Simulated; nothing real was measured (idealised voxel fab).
The process module that follows is named voxel spacer lines.
The cross-section on display is named cut; it measures 275 nm wide, and its cells are 5 nm squares.
Throughout this document, each cross-section is represented as a grid of square cells and is presented as a sequence of bands enumerated from the top downward, where a band comprises one or more rows of cells. Heads up on the band format: heights come first, top then bottom, in nm. After that it's the materials left to right, each with its width in nm. A single material flagged "everywhere" fills the whole band edge to edge, and "air" means there's empty space there. Ref level 0: as-received wafer is one material below here. Bottom band extends down with no lower bound ("0 and below"). The expression "30->40" gives the width at the extremes of the band, the first number at its top row of cells and the second at its bottom row, with the width changing by equal amounts from each row to the next in between. For the purposes of this document, the phrase "remained the same" attached to a step denotes that no cell within the cross-section was modified by that step. This entry, "Sealed void list", enumerates those empty regions of no fewer than 8 cells that possess no open connection to the top. Each region is reported in the form width x height at distance, the distance being taken from the left edge, with all three quantities expressed in nm. Anything after a step's settings on that line? It's the simulator's own note about the step. overlay nm: how far to the right of its planned place the mask lay on this masked step (negative: to the left).

Planned process steps
1 RECEIVE, material Si
2 CONFORMAL_DEP, material Al2O3, thk nm 5
3 DIRECTIONAL_DEP, material SiN, thk nm 10
4 DIRECTIONAL_DEP, material aC, thk nm 20
5 PATTERN, tone cover, mask id MANDREL, material resist, width nm 15, pitch nm 60, thk nm 30, overlay nm 0
6 DIRECTIONAL_ETCH, etch materials aC, depth nm 20
7 STRIP, etch materials resist
8 CONFORMAL_DEP, material SiO2, thk nm 15
9 DIRECTIONAL_ETCH, etch materials SiO2, depth nm 15
10 STRIP, etch materials aC
11 DIRECTIONAL_ETCH, etch materials SiN, depth nm 10
12 STRIP, etch materials SiO2
13 FILL_DEP, material lowk, thk nm 5
14 CMP, height nm 15

Received-state cross-section, reflecting completion of step 1
    0 and below = Si everywhere
    Sealed void list: none

Below is the wafer in cross-section after the module was completed. It began from the starting point shown above and followed the plan shown above, except that one mistake was made while running it
    15 down to 10 = lowk everywhere
    10 down to 5 = 55 nm lowk  15 nm SiN  15 nm lowk  15 nm SiN  15 nm lowk  15 nm SiN  15 nm lowk  15 nm SiN  15 nm lowk  15 nm SiN  15 nm lowk  15 nm SiN  55 nm lowk
    5 down to 0 = Al2O3 everywhere
    0 and below = Si everywhere
    Sealed void list: none
It is concluded that the wafer was processed incorrectly with respect to the plan, in that step 3 deviated from plan and actually ran as DIRECTIONAL_DEP, material SiN, thk nm 5
